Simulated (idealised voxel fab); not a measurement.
Process module in this document: voxel transistor to metal
Square cells of 5 nm make up the cross-section cut, whose width is 185 nm.
This document writes a cross-section as a grid whose cells are square, and gives it as bands, listed from the top down; one or more rows of cells form a band. Top height, bottom height, nm. Materials left to right, width each, nm. Single material + "everywhere" = fills band edge to edge. "empty" = empty. Beneath 0, the wafer as received is one material, and that level is where height counting begins. The lowest band goes on downward without a bottom; it is written like "from 0 down". The notation "30->40" denotes a width that varies across the rows of cells in the band, beginning at the first number in the top row, finishing at the second number in the bottom row, and changing by an identical amount from each row to the next. For the purposes of this document, the phrase "nothing changed" attached to a step denotes that no cell within the cross-section was modified by that step. Cavities, sealed: empty space of 8 cells or more with no open way to the top, each as width x height at its distance from the left edge, in nm. Text after the settings on a step's line: the simulator's own remark on that step. The setting "overlay nm" may be written on the line of a step. When the step uses a mask, the value reports how far to the right of the planned place the mask lay, and a negative value reports that it lay to the left. Quick note on how to read the rest: it's all pairs. You get the cross-section before a process step and the one after, but the after one only goes down as far as the lowest band that changed. The step in between, with its settings, sits under the pair. Heads up, the pairs can come from different runs of this module on the same starting wafer, so don't assume a pair picks up from the one above unless its "Before processing" entry says it does.
BEFORE PROCESSING
> from 45 to 30 | SiO2 45, empty 15, SiO2 65, empty 15, SiO2 45
> from 30 to 25 | SiN everywhere
> from 25 to 15 | SiO2 45, TiN 5, W 5, TiN 5, SiO2 65, TiN 5, W 5, TiN 5, SiO2 45
> from 15 to 10 | SiO2 45, TiN 5, W 5, TiN 5, SiO2 5, SiN 10, TiN 5, W 25, TiN 5, SiN 10, SiO2 5, TiN 5, W 5, TiN 5, SiO2 45
> from 10 to 5 | SiO2 45, TiN 15, SiO2 5, SiN 10, TiN 5, W 25, TiN 5, SiN 10, SiO2 5, TiN 15, SiO2 45
> from 5 to -5 | SiO2 45, TiN 5, pSi 15, SiN 10, TiN 5, W 25, TiN 5, SiN 10, pSi 15, TiN 5, SiO2 45
> from -5 to -10 | SiO2 45, TiN 5, pSi 15, SiO2 5, TiN 45, SiO2 5, pSi 15, TiN 5, SiO2 45
> from -10 to -25 | SiO2 40, pSi 25, Si 55, pSi 25, SiO2 40
> from -25 to -45 | SiO2 40, Si 105, SiO2 40
> from -45 down | Si everywhere
> Cavities, sealed: none
RESULTING STRUCTURE
> from 45 to 30 | SiO2 45, empty 15, SiO2 65, empty 15, SiO2 45
> from 30 to 25 | SiN 45, empty 15, SiN 65, empty 15, SiN 45
> At heights below 25, the structure remains unaltered.
> Cavities, sealed: none
the step between: MASKED_ETCH (tone open; mask id METAL_1; width nm 15; pitch nm 80; etch materials SiN; depth nm 5; overlay nm 0)
Before processing: look at the pair above, its after cross-section is where this step starts.
RESULTING STRUCTURE
> from 50 to 45 | TiN 50, empty 5, TiN 75, empty 5, TiN 50
> from 45 to 30 | SiO2 45, TiN 5, empty 5, TiN 5, SiO2 65, TiN 5, empty 5, TiN 5, SiO2 45
> from 30 to 25 | SiN 45, TiN 15, SiN 65, TiN 15, SiN 45
> At heights below 25, the structure remains unaltered.
> Cavities, sealed: none
the step between: CONFORMAL_DEP (material TiN; thk nm 5)
Before processing: look at the pair above, its after cross-section is where this step starts.
RESULTING STRUCTURE
> from 60 to 50 | Cu everywhere
> from 50 to 45 | TiN 50, Cu 5, TiN 75, Cu 5, TiN 50
> from 45 to 30 | SiO2 45, TiN 5, Cu 5, TiN 5, SiO2 65, TiN 5, Cu 5, TiN 5, SiO2 45
> At heights below 30, the structure remains unaltered.
> Cavities, sealed: none
the step between: FILL_DEP (material Cu; thk nm 10)
Before processing: look at the pair above, its after cross-section is where this step starts.
RESULTING STRUCTURE
> from 45 to 30 | SiO2 45, TiN 5, Cu 5, TiN 5, SiO2 65, TiN 5, Cu 5, TiN 5, SiO2 45
> At heights below 30, the structure remains unaltered.
> Cavities, sealed: none
the step between: CMP (height nm 45)
Before processing: look at the pair above, its after cross-section is where this step starts.
RESULTING STRUCTURE
> from 50 to 45 | SiCN everywhere
> At heights below 45, the structure remains unaltered.
> Cavities, sealed: none
the step between: CONFORMAL_DEP (material SiCN; thk nm 5)
Before processing: look at the pair above, its after cross-section is where this step starts.
RESULTING STRUCTURE
> from 80 to 50 | SiO2 everywhere
> At heights below 50, the structure remains unaltered.
> Cavities, sealed: none
the step between: DIRECTIONAL_DEP (material SiO2; thk nm 30)
Before processing: look at the pair above, its after cross-section is where this step starts.
RESULTING STRUCTURE
> from 80 to 60 | SiO2 45, empty 15, SiO2 65, empty 15, SiO2 45
> At heights below 60, the structure remains unaltered.
> Cavities, sealed: none
the step between: MASKED_ETCH (tone open; mask id METAL_2; width nm 15; pitch nm 80; etch materials SiO2; depth nm 20; overlay nm 0)
Before processing: look at the pair above, its after cross-section is where this step starts.
RESULTING STRUCTURE
> from 100 to 80 | resist 45, empty 15, resist 65, empty 15, resist 45
> At heights below 80, the structure remains unaltered.
> Cavities, sealed: none
the step between: PATTERN (tone open; mask id METAL_2_HOLES; material resist; width nm 15; pitch nm 80; thk nm 20; overlay nm 0)
Before processing: look at the pair above, its after cross-section is where this step starts.
RESULTING STRUCTURE
> from 100 to 80 | resist 45, empty 15, resist 65, empty 15, resist 45
> from 80 to 50 | SiO2 45, empty 15, SiO2 65, empty 15, SiO2 45
> At heights below 50, the structure remains unaltered.
> Cavities, sealed: none
the step between: DIRECTIONAL_ETCH (etch materials SiO2; depth nm 10)
Before processing: look at the pair above, its after cross-section is where this step starts.
RESULTING STRUCTURE
> from 100 to 80 | resist 45, empty 15, resist 65, empty 15, resist 45
> from 80 to 50 | SiO2 45, empty 15, SiO2 65, empty 15, SiO2 45
> from 50 to 45 | SiCN 45, empty 15, SiCN 65, empty 15, SiCN 45
> At heights below 45, the structure remains unaltered.
> Cavities, sealed: none
the step between: DIRECTIONAL_ETCH (etch materials SiCN; depth nm 5)
Before processing: look at the pair above, its after cross-section is where this step starts.
RESULTING STRUCTURE
> from 80 to 50 | SiO2 45, empty 15, SiO2 65, empty 15, SiO2 45
> At heights below 50, the structure remains unaltered.
> Cavities, sealed: none
the step between: STRIP (etch materials resist)
Before processing: look at the pair above, its after cross-section is where this step starts.
RESULTING STRUCTURE
> from 85 to 80 | TiN 50, empty 5, TiN 75, empty 5, TiN 50
> from 80 to 50 | SiO2 45, TiN 5, empty 5, TiN 5, SiO2 65, TiN 5, empty 5, TiN 5, SiO2 45
> from 50 to 45 | SiCN 45, TiN 15, SiCN 65, TiN 15, SiCN 45
> At heights below 45, the structure remains unaltered.
> Cavities, sealed: none
the step between: CONFORMAL_DEP (material TiN; thk nm 5)
Before processing: look at the pair above, its after cross-section is where this step starts.
RESULTING STRUCTURE
> from 95 to 85 | Cu everywhere
> from 85 to 80 | TiN 50, Cu 5, TiN 75, Cu 5, TiN 50
> from 80 to 50 | SiO2 45, TiN 5, Cu 5, TiN 5, SiO2 65, TiN 5, Cu 5, TiN 5, SiO2 45
> At heights below 50, the structure remains unaltered.
> Cavities, sealed: none
the step between: FILL_DEP (material Cu; thk nm 10)
Before processing: look at the pair above, its after cross-section is where this step starts.
RESULTING STRUCTURE
> from 80 to 50 | SiO2 45, TiN 5, Cu 5, TiN 5, SiO2 65, TiN 5, Cu 5, TiN 5, SiO2 45
> At heights below 50, the structure remains unaltered.
> Cavities, sealed: none
the step between: CMP (height nm 80)
Before processing: look at the pair above, its after cross-section is where this step starts.
RESULTING STRUCTURE
> from 85 to 80 | SiN everywhere
> At heights below 80, the structure remains unaltered.
> Cavities, sealed: none
the step between: CONFORMAL_DEP (material SiN; thk nm 5)
BEFORE PROCESSING
> from 35 to 20 | empty 65, SiN 10, SiCN 35, SiN 10, empty 65
> from 20 to 5 | empty 65, SiN 10, polySi 35, SiN 10, empty 65
> from 5 to -5 | empty 50, pSi 15, SiN 10, polySi 35, SiN 10, pSi 15, empty 50
> from -5 to -10 | empty 50, pSi 15, SiO2 55, pSi 15, empty 50
> from -10 to -25 | SiO2 40, pSi 25, Si 55, pSi 25, SiO2 40
> from -25 to -45 | SiO2 40, Si 105, SiO2 40
> from -45 down | Si everywhere
> Cavities, sealed: none
RESULTING STRUCTURE
> from 35 to 20 | empty 65, SiN 10, SiCN 35, SiN 10, empty 65
> from 20 to 5 | empty 35, pSi 30, SiN 10, polySi 35, SiN 10, pSi 30, empty 35
> from 5 to -5 | empty 25, pSi 40, SiN 10, polySi 35, SiN 10, pSi 40, empty 25
> from -5 to -10 | empty 25, pSi 40, SiO2 55, pSi 40, empty 25
> At heights below -10, the structure remains unaltered.
> Cavities, sealed: none
the step between: EPI (material pSi; thk nm 15)
Before processing: look at the pair above, its after cross-section is where this step starts.
RESULTING STRUCTURE
> from 45 to 35 | SiO2 everywhere
> from 35 to 20 | SiO2 65, SiN 10, SiCN 35, SiN 10, SiO2 65
> from 20 to 5 | SiO2 35, pSi 30, SiN 10, polySi 35, SiN 10, pSi 30, SiO2 35
> from 5 to -5 | SiO2 25, pSi 40, SiN 10, polySi 35, SiN 10, pSi 40, SiO2 25
> from -5 to -10 | SiO2 25, pSi 40, SiO2 55, pSi 40, SiO2 25
> At heights below -10, the structure remains unaltered.
> Cavities, sealed: none
the step between: FILL_DEP (material SiO2; thk nm 10)
Before processing: look at the pair above, its after cross-section is where this step starts.
RESULTING STRUCTURE
> from 20 to 5 | SiO2 35, pSi 30, SiN 10, polySi 35, SiN 10, pSi 30, SiO2 35
> At heights below 5, the structure remains unaltered.
> Cavities, sealed: none
the step between: CMP (height nm 20)
Before processing: look at the pair above, its after cross-section is where this step starts.
RESULTING STRUCTURE
> from 20 to 5 | SiO2 35, pSi 30, SiN 10, empty 35, SiN 10, pSi 30, SiO2 35
> from 5 to -5 | SiO2 25, pSi 40, SiN 10, empty 35, SiN 10, pSi 40, SiO2 25
> At heights below -5, the structure remains unaltered.
> Cavities, sealed: none
the step between: STRIP (etch materials polySi)
Before processing: look at the pair above, its after cross-section is where this step starts.
RESULTING STRUCTURE
> from 20 to 15 | empty 35, pSi 30, SiN 10, empty 35, SiN 10, pSi 30, empty 35
> from 15 to 5 | SiO2 35, pSi 30, SiN 10, empty 35, SiN 10, pSi 30, SiO2 35
> from 5 to -5 | SiO2 25, pSi 40, SiN 10, empty 35, SiN 10, pSi 40, SiO2 25
> from -5 to -10 | SiO2 25, pSi 40, SiO2 5, empty 45, SiO2 5, pSi 40, SiO2 25
> At heights below -10, the structure remains unaltered.
> Cavities, sealed: none
the step between: SELECTIVE_ETCH (etch materials SiO2; depth nm 5)
Before processing: look at the pair above, its after cross-section is where this step starts.
RESULTING STRUCTURE
> from 25 to 20 | empty 30, HfO2 50, empty 25, HfO2 50, empty 30
> from 20 to 15 | HfO2 35, pSi 30, SiN 10, HfO2 5, empty 25, HfO2 5, SiN 10, pSi 30, HfO2 35
> from 15 to 5 | SiO2 35, pSi 30, SiN 10, HfO2 5, empty 25, HfO2 5, SiN 10, pSi 30, SiO2 35
> from 5 to -5 | SiO2 25, pSi 40, SiN 10, HfO2 5, empty 25, HfO2 5, SiN 10, pSi 40, SiO2 25
> from -5 to -10 | SiO2 25, pSi 40, SiO2 5, HfO2 45, SiO2 5, pSi 40, SiO2 25
> At heights below -10, the structure remains unaltered.
> Cavities, sealed: none
the step between: CONFORMAL_DEP (material HfO2; thk nm 5)
Before processing: look at the pair above, its after cross-section is where this step starts.
RESULTING STRUCTURE
> from 30 to 25 | empty 25, TiN 60, empty 15, TiN 60, empty 25
> from 25 to 20 | TiN 30, HfO2 50, TiN 5, empty 15, TiN 5, HfO2 50, TiN 30
> from 20 to 15 | HfO2 35, pSi 30, SiN 10, HfO2 5, TiN 5, empty 15, TiN 5, HfO2 5, SiN 10, pSi 30, HfO2 35
> from 15 to 5 | SiO2 35, pSi 30, SiN 10, HfO2 5, TiN 5, empty 15, TiN 5, HfO2 5, SiN 10, pSi 30, SiO2 35
> from 5 to 0 | SiO2 25, pSi 40, SiN 10, HfO2 5, TiN 5, empty 15, TiN 5, HfO2 5, SiN 10, pSi 40, SiO2 25
> from 0 to -5 | SiO2 25, pSi 40, SiN 10, HfO2 5, TiN 25, HfO2 5, SiN 10, pSi 40, SiO2 25
> At heights below -5, the structure remains unaltered.
> Cavities, sealed: none
the step between: CONFORMAL_DEP (material TiN; thk nm 5)
Before processing: look at the pair above, its after cross-section is where this step starts.
RESULTING STRUCTURE
> from 40 to 30 | W everywhere
> from 30 to 25 | W 25, TiN 60, W 15, TiN 60, W 25
> from 25 to 20 | TiN 30, HfO2 50, TiN 5, W 15, TiN 5, HfO2 50, TiN 30
> from 20 to 15 | HfO2 35, pSi 30, SiN 10, HfO2 5, TiN 5, W 15, TiN 5, HfO2 5, SiN 10, pSi 30, HfO2 35
> from 15 to 5 | SiO2 35, pSi 30, SiN 10, HfO2 5, TiN 5, W 15, TiN 5, HfO2 5, SiN 10, pSi 30, SiO2 35
> from 5 to 0 | SiO2 25, pSi 40, SiN 10, HfO2 5, TiN 5, W 15, TiN 5, HfO2 5, SiN 10, pSi 40, SiO2 25
> At heights below 0, the structure remains unaltered.
> Cavities, sealed: none
the step between: FILL_DEP (material W; thk nm 10)
Before processing: look at the pair above, its after cross-section is where this step starts.
RESULTING STRUCTURE
> from 15 to 5 | SiO2 35, pSi 30, SiN 10, HfO2 5, TiN 5, W 15, TiN 5, HfO2 5, SiN 10, pSi 30, SiO2 35
> At heights below 5, the structure remains unaltered.
> Cavities, sealed: none
the step between: CMP (height nm 15)
Before processing: look at the pair above, its after cross-section is where this step starts.
RESULTING STRUCTURE
> from 25 to 15 | SiO2 everywhere
> At heights below 15, the structure remains unaltered.
> Cavities, sealed: none
the step between: DIRECTIONAL_DEP (material SiO2; thk nm 10)
Before processing: look at the pair above, its after cross-section is where this step starts.
RESULTING STRUCTURE
> from 45 to 25 | resist 45, empty 15, resist 65, empty 15, resist 45
> At heights below 25, the structure remains unaltered.
> Cavities, sealed: none
the step between: PATTERN (tone open; mask id CONTACT; material resist; width nm 15; pitch nm 80; thk nm 20; overlay nm 0)
Before processing: look at the pair above, its after cross-section is where this step starts.
RESULTING STRUCTURE
> from 45 to 25 | resist 45, empty 15, resist 65, empty 15, resist 45
> from 25 to 15 | SiO2 45, empty 15, SiO2 65, empty 15, SiO2 45
> At heights below 15, the structure remains unaltered.
> Cavities, sealed: none
the step between: DIRECTIONAL_ETCH (etch materials SiO2; depth nm 35)
Before processing: look at the pair above, its after cross-section is where this step starts.
RESULTING STRUCTURE
> from 25 to 15 | SiO2 45, empty 15, SiO2 65, empty 15, SiO2 45
> At heights below 15, the structure remains unaltered.
> Cavities, sealed: none
the step between: STRIP (etch materials resist)
Before processing: look at the pair above, its after cross-section is where this step starts.
RESULTING STRUCTURE
> from 30 to 25 | TiN 50, empty 5, TiN 75, empty 5, TiN 50
> from 25 to 20 | SiO2 45, TiN 5, empty 5, TiN 5, SiO2 65, TiN 5, empty 5, TiN 5, SiO2 45
> from 20 to 15 | SiO2 45, TiN 15, SiO2 65, TiN 15, SiO2 45
> At heights below 15, the structure remains unaltered.
> Cavities, sealed: none
the step between: CONFORMAL_DEP (material TiN; thk nm 5)
Before processing: look at the pair above, its after cross-section is where this step starts.
RESULTING STRUCTURE
> from 35 to 30 | W everywhere
> from 30 to 25 | TiN 50, W 5, TiN 75, W 5, TiN 50
> from 25 to 20 | SiO2 45, TiN 5, W 5, TiN 5, SiO2 65, TiN 5, W 5, TiN 5, SiO2 45
> At heights below 20, the structure remains unaltered.
> Cavities, sealed: none
the step between: FILL_DEP (material W; thk nm 5)
Before processing: look at the pair above, its after cross-section is where this step starts.
RESULTING STRUCTURE
> from 25 to 20 | SiO2 45, TiN 5, W 5, TiN 5, SiO2 65, TiN 5, W 5, TiN 5, SiO2 45
> At heights below 20, the structure remains unaltered.
> Cavities, sealed: none
the step between: CMP (height nm 25)
Before processing: look at the pair above, its after cross-section is where this step starts.
RESULTING STRUCTURE
> from 30 to 25 | SiN everywhere
> At heights below 25, the structure remains unaltered.
> Cavities, sealed: none
the step between: CONFORMAL_DEP (material SiN; thk nm 5)
Before processing: look at the pair above, its after cross-section is where this step starts.
RESULTING STRUCTURE
> from 45 to 30 | SiO2 everywhere
> At heights below 30, the structure remains unaltered.
> Cavities, sealed: none
the step between: DIRECTIONAL_DEP (material SiO2; thk nm 15)
Before processing: look at the pair above, its after cross-section is where this step starts.
RESULTING STRUCTURE
> from 45 to 30 | SiO2 45, empty 15, SiO2 65, empty 15, SiO2 45
> At heights below 30, the structure remains unaltered.
> Cavities, sealed: none
the step between: MASKED_ETCH (tone open; mask id METAL_1; width nm 15; pitch nm 80; etch materials SiO2; depth nm 15; overlay nm 0)
Before processing: look at the pair above, its after cross-section is where this step starts.
RESULTING STRUCTURE
> from 45 to 30 | SiO2 45, empty 15, SiO2 65, empty 15, SiO2 45
> from 30 to 25 | SiN 45, empty 15, SiN 65, empty 15, SiN 45
> At heights below 25, the structure remains unaltered.
> Cavities, sealed: none
the step between: MASKED_ETCH (tone open; mask id METAL_1; width nm 15; pitch nm 80; etch materials SiN; depth nm 5; overlay nm 0)
Before processing: look at the pair above, its after cross-section is where this step starts.
RESULTING STRUCTURE
> from 50 to 45 | TiN 50, empty 5, TiN 75, empty 5, TiN 50
> from 45 to 30 | SiO2 45, TiN 5, empty 5, TiN 5, SiO2 65, TiN 5, empty 5, TiN 5, SiO2 45
> from 30 to 25 | SiN 45, TiN 15, SiN 65, TiN 15, SiN 45
> At heights below 25, the structure remains unaltered.
> Cavities, sealed: none
the step between: CONFORMAL_DEP (material TiN; thk nm 5)
Before processing: look at the pair above, its after cross-section is where this step starts.
RESULTING STRUCTURE
> from 60 to 50 | Cu everywhere
> from 50 to 45 | TiN 50, Cu 5, TiN 75, Cu 5, TiN 50
> from 45 to 30 | SiO2 45, TiN 5, Cu 5, TiN 5, SiO2 65, TiN 5, Cu 5, TiN 5, SiO2 45
> At heights below 30, the structure remains unaltered.
> Cavities, sealed: none
the step between: FILL_DEP (material Cu; thk nm 10)
Before processing: look at the pair above, its after cross-section is where this step starts.
RESULTING STRUCTURE
> from 45 to 30 | SiO2 45, TiN 5, Cu 5, TiN 5, SiO2 65, TiN 5, Cu 5, TiN 5, SiO2 45
> At heights below 30, the structure remains unaltered.
> Cavities, sealed: none
the step between: CMP (height nm 45)
Before processing: look at the pair above, its after cross-section is where this step starts.
RESULTING STRUCTURE
> from 50 to 45 | SiCN everywhere
> At heights below 45, the structure remains unaltered.
> Cavities, sealed: none
the step between: CONFORMAL_DEP (material SiCN; thk nm 5)
Before processing: look at the pair above, its after cross-section is where this step starts.
RESULTING STRUCTURE
> from 80 to 50 | SiO2 everywhere
> At heights below 50, the structure remains unaltered.
> Cavities, sealed: none
the step between: DIRECTIONAL_DEP (material SiO2; thk nm 30)
Before processing: look at the pair above, its after cross-section is where this step starts.
RESULTING STRUCTURE
> from 80 to 60 | SiO2 45, empty 15, SiO2 65, empty 15, SiO2 45
> At heights below 60, the structure remains unaltered.
> Cavities, sealed: none
the step between: MASKED_ETCH (tone open; mask id METAL_2; width nm 15; pitch nm 80; etch materials SiO2; depth nm 20; overlay nm 0)
Before processing: look at the pair above, its after cross-section is where this step starts.
RESULTING STRUCTURE
> from 100 to 80 | resist 45, empty 15, resist 65, empty 15, resist 45
> At heights below 80, the structure remains unaltered.
> Cavities, sealed: none
the step between: PATTERN (tone open; mask id METAL_2_HOLES; material resist; width nm 15; pitch nm 80; thk nm 20; overlay nm 0)
Before processing: look at the pair above, its after cross-section is where this step starts.
RESULTING STRUCTURE
> from 100 to 80 | resist 45, empty 15, resist 65, empty 15, resist 45
> from 80 to 50 | SiO2 45, empty 15, SiO2 65, empty 15, SiO2 45
> At heights below 50, the structure remains unaltered.
> Cavities, sealed: none
the step between: DIRECTIONAL_ETCH (etch materials SiO2; depth nm 10)
Before processing: look at the pair above, its after cross-section is where this step starts.
RESULTING STRUCTURE
> from 100 to 80 | resist 45, empty 15, resist 65, empty 15, resist 45
> from 80 to 50 | SiO2 45, empty 15, SiO2 65, empty 15, SiO2 45
> from 50 to 45 | SiCN 45, empty 15, SiCN 65, empty 15, SiCN 45
> At heights below 45, the structure remains unaltered.
> Cavities, sealed: none
the step between: DIRECTIONAL_ETCH (etch materials SiCN; depth nm 5)
Before processing: look at the pair above, its after cross-section is where this step starts.
RESULTING STRUCTURE
> from 80 to 50 | SiO2 45, empty 15, SiO2 65, empty 15, SiO2 45
> At heights below 50, the structure remains unaltered.
> Cavities, sealed: none
the step between: STRIP (etch materials resist)
Before processing: look at the pair above, its after cross-section is where this step starts.
RESULTING STRUCTURE
> from 85 to 80 | TiN 50, empty 5, TiN 75, empty 5, TiN 50
> from 80 to 50 | SiO2 45, TiN 5, empty 5, TiN 5, SiO2 65, TiN 5, empty 5, TiN 5, SiO2 45
> from 50 to 45 | SiCN 45, TiN 15, SiCN 65, TiN 15, SiCN 45
> At heights below 45, the structure remains unaltered.
> Cavities, sealed: none
the step between: CONFORMAL_DEP (material TiN; thk nm 5)
Before processing: look at the pair above, its after cross-section is where this step starts.
RESULTING STRUCTURE
> from 95 to 85 | Cu everywhere
> from 85 to 80 | TiN 50, Cu 5, TiN 75, Cu 5, TiN 50
> from 80 to 50 | SiO2 45, TiN 5, Cu 5, TiN 5, SiO2 65, TiN 5, Cu 5, TiN 5, SiO2 45
> At heights below 50, the structure remains unaltered.
> Cavities, sealed: none
the step between: FILL_DEP (material Cu; thk nm 10)
Before processing: look at the pair above, its after cross-section is where this step starts.
RESULTING STRUCTURE
> from 80 to 50 | SiO2 45, TiN 5, Cu 5, TiN 5, SiO2 65, TiN 5, Cu 5, TiN 5, SiO2 45
> At heights below 50, the structure remains unaltered.
> Cavities, sealed: none
the step between: CMP (height nm 80)
Before processing: look at the pair above, its after cross-section is where this step starts.
RESULTING STRUCTURE
> from 85 to 80 | SiN everywhere
> At heights below 80, the structure remains unaltered.
> Cavities, sealed: none
the step between: CONFORMAL_DEP (material SiN; thk nm 5)
BEFORE PROCESSING
> from 45 to 30 | SiO2 45, TiN 5, Cu 5, TiN 5, SiO2 65, TiN 5, Cu 5, TiN 5, SiO2 45
> from 30 to 25 | SiN 45, TiN 15, SiN 65, TiN 15, SiN 45
> from 25 to 15 | SiO2 45, TiN 5, W 5, TiN 5, SiO2 65, TiN 5, W 5, TiN 5, SiO2 45
> from 15 to 10 | SiO2 45, TiN 5, W 5, TiN 5, SiO2 5, SiN 10, HfO2 5, TiN 5, W 15, TiN 5, HfO2 5, SiN 10, SiO2 5, TiN 5, W 5, TiN 5, SiO2 45
> from 10 to 5 | SiO2 45, TiN 15, SiO2 5, SiN 10, HfO2 5, TiN 5, W 15, TiN 5, HfO2 5, SiN 10, SiO2 5, TiN 15, SiO2 45
> from 5 to 0 | SiO2 45, TiN 5, pSi 15, SiN 10, HfO2 5, TiN 5, W 15, TiN 5, HfO2 5, SiN 10, pSi 15, TiN 5, SiO2 45
> from 0 to -5 | SiO2 45, TiN 5, pSi 15, SiN 10, HfO2 5, TiN 25, HfO2 5, SiN 10, pSi 15, TiN 5, SiO2 45
> from -5 to -10 | SiO2 45, TiN 5, pSi 15, SiO2 5, HfO2 45, SiO2 5, pSi 15, TiN 5, SiO2 45
> from -10 to -25 | SiO2 40, pSi 25, Si 55, pSi 25, SiO2 40
> from -25 to -45 | SiO2 40, Si 105, SiO2 40
> from -45 down | Si everywhere
> Cavities, sealed: none
RESULTING STRUCTURE
> from 75 to 45 | SiO2 everywhere
> At heights below 45, the structure remains unaltered.
> Cavities, sealed: none
the step between: DIRECTIONAL_DEP (material SiO2; thk nm 30)
Before processing: look at the pair above, its after cross-section is where this step starts.
RESULTING STRUCTURE
> from 80 to 75 | SiCN everywhere
> At heights below 75, the structure remains unaltered.
> Cavities, sealed: none
the step between: CONFORMAL_DEP (material SiCN; thk nm 5)
Before processing: look at the pair above, its after cross-section is where this step starts.
RESULTING STRUCTURE
> from 100 to 80 | resist 45, empty 15, resist 65, empty 15, resist 45
> At heights below 80, the structure remains unaltered.
> Cavities, sealed: none
the step between: PATTERN (tone open; mask id METAL_2_HOLES; material resist; width nm 15; pitch nm 80; thk nm 20; overlay nm 0)
Before processing: look at the pair above, its after cross-section is where this step starts.
RESULTING STRUCTURE
> from 100 to 80 | resist 45, empty 15, resist 65, empty 15, resist 45
> from 80 to 75 | SiCN 45, empty 15, SiCN 65, empty 15, SiCN 45
> At heights below 75, the structure remains unaltered.
> Cavities, sealed: none
the step between: DIRECTIONAL_ETCH (etch materials SiCN; depth nm 5)
Before processing: look at the pair above, its after cross-section is where this step starts.
RESULTING STRUCTURE
> from 80 to 75 | SiCN 45, empty 15, SiCN 65, empty 15, SiCN 45
> At heights below 75, the structure remains unaltered.
> Cavities, sealed: none
the step between: STRIP (etch materials resist)
Before processing: look at the pair above, its after cross-section is where this step starts.
RESULTING STRUCTURE
> from 85 to 80 | TiN 50, empty 5, TiN 75, empty 5, TiN 50
> from 80 to 75 | SiCN 45, TiN 15, SiCN 65, TiN 15, SiCN 45
> At heights below 75, the structure remains unaltered.
> Cavities, sealed: none
the step between: CONFORMAL_DEP (material TiN; thk nm 5)
Before processing: look at the pair above, its after cross-section is where this step starts.
RESULTING STRUCTURE
> from 95 to 85 | Cu everywhere
> from 85 to 80 | TiN 50, Cu 5, TiN 75, Cu 5, TiN 50
> At heights below 80, the structure remains unaltered.
> Cavities, sealed: none
the step between: FILL_DEP (material Cu; thk nm 10)
Before processing: look at the pair above, its after cross-section is where this step starts.
RESULTING STRUCTURE
> from 80 to 75 | SiCN 45, TiN 15, SiCN 65, TiN 15, SiCN 45
> At heights below 75, the structure remains unaltered.
> Cavities, sealed: none
the step between: CMP (height nm 80)
Before processing: look at the pair above, its after cross-section is where this step starts.
RESULTING STRUCTURE
> from 85 to 80 | SiN everywhere
> At heights below 80, the structure remains unaltered.
> Cavities, sealed: none
the step between: CONFORMAL_DEP (material SiN; thk nm 5)
BEFORE PROCESSING
> from 45 to 35 | SiO2 everywhere
> from 35 to 20 | SiO2 65, SiN 10, SiCN 35, SiN 10, SiO2 65
> from 20 to 5 | SiO2 65, SiN 10, polySi 35, SiN 10, SiO2 65
> from 5 to -5 | SiO2 50, pSi 15, SiN 10, polySi 35, SiN 10, pSi 15, SiO2 50
> from -5 to -10 | SiO2 50, pSi 15, SiO2 55, pSi 15, SiO2 50
> from -10 to -25 | SiO2 40, pSi 25, Si 55, pSi 25, SiO2 40
> from -25 to -45 | SiO2 40, Si 105, SiO2 40
> from -45 down | Si everywhere
> Cavities, sealed: none
RESULTING STRUCTURE
> from 15 to 5 | SiO2 65, SiN 10, polySi 35, SiN 10, SiO2 65
> At heights below 5, the structure remains unaltered.
> Cavities, sealed: none
the step between: CMP (height nm 15)
Before processing: look at the pair above, its after cross-section is where this step starts.
RESULTING STRUCTURE
> from 15 to 5 | SiO2 65, SiN 10, empty 35, SiN 10, SiO2 65
> from 5 to -5 | SiO2 50, pSi 15, SiN 10, empty 35, SiN 10, pSi 15, SiO2 50
> At heights below -5, the structure remains unaltered.
> Cavities, sealed: none
the step between: STRIP (etch materials polySi)
Before processing: look at the pair above, its after cross-section is where this step starts.
RESULTING STRUCTURE
> from 15 to 10 | empty 65, SiN 10, empty 35, SiN 10, empty 65
> from 10 to 5 | SiO2 65, SiN 10, empty 35, SiN 10, SiO2 65
> from 5 to -5 | SiO2 50, pSi 15, SiN 10, empty 35, SiN 10, pSi 15, SiO2 50
> from -5 to -10 | SiO2 50, pSi 15, SiO2 5, empty 45, SiO2 5, pSi 15, SiO2 50
> At heights below -10, the structure remains unaltered.
> Cavities, sealed: none
the step between: SELECTIVE_ETCH (etch materials SiO2; depth nm 5)
Before processing: look at the pair above, its after cross-section is where this step starts.
RESULTING STRUCTURE
> from 20 to 15 | empty 60, HfO2 20, empty 25, HfO2 20, empty 60
> from 15 to 10 | HfO2 65, SiN 10, HfO2 5, empty 25, HfO2 5, SiN 10, HfO2 65
> from 10 to 5 | SiO2 65, SiN 10, HfO2 5, empty 25, HfO2 5, SiN 10, SiO2 65
> from 5 to -5 | SiO2 50, pSi 15, SiN 10, HfO2 5, empty 25, HfO2 5, SiN 10, pSi 15, SiO2 50
> from -5 to -10 | SiO2 50, pSi 15, SiO2 5, HfO2 45, SiO2 5, pSi 15, SiO2 50
> At heights below -10, the structure remains unaltered.
> Cavities, sealed: none
the step between: CONFORMAL_DEP (material HfO2; thk nm 5)
Before processing: look at the pair above, its after cross-section is where this step starts.
RESULTING STRUCTURE
> from 25 to 20 | empty 55, TiN 30, empty 15, TiN 30, empty 55
> from 20 to 15 | TiN 60, HfO2 20, TiN 5, empty 15, TiN 5, HfO2 20, TiN 60
> from 15 to 10 | HfO2 65, SiN 10, HfO2 5, TiN 5, empty 15, TiN 5, HfO2 5, SiN 10, HfO2 65
> from 10 to 5 | SiO2 65, SiN 10, HfO2 5, TiN 5, empty 15, TiN 5, HfO2 5, SiN 10, SiO2 65
> from 5 to 0 | SiO2 50, pSi 15, SiN 10, HfO2 5, TiN 5, empty 15, TiN 5, HfO2 5, SiN 10, pSi 15, SiO2 50
> from 0 to -5 | SiO2 50, pSi 15, SiN 10, HfO2 5, TiN 25, HfO2 5, SiN 10, pSi 15, SiO2 50
> At heights below -5, the structure remains unaltered.
> Cavities, sealed: none
the step between: CONFORMAL_DEP (material TiN; thk nm 5)
Before processing: look at the pair above, its after cross-section is where this step starts.
RESULTING STRUCTURE
> from 35 to 25 | W everywhere
> from 25 to 20 | W 55, TiN 30, W 15, TiN 30, W 55
> from 20 to 15 | TiN 60, HfO2 20, TiN 5, W 15, TiN 5, HfO2 20, TiN 60
> from 15 to 10 | HfO2 65, SiN 10, HfO2 5, TiN 5, W 15, TiN 5, HfO2 5, SiN 10, HfO2 65
> from 10 to 5 | SiO2 65, SiN 10, HfO2 5, TiN 5, W 15, TiN 5, HfO2 5, SiN 10, SiO2 65
> from 5 to 0 | SiO2 50, pSi 15, SiN 10, HfO2 5, TiN 5, W 15, TiN 5, HfO2 5, SiN 10, pSi 15, SiO2 50
> At heights below 0, the structure remains unaltered.
> Cavities, sealed: none
the step between: FILL_DEP (material W; thk nm 10)
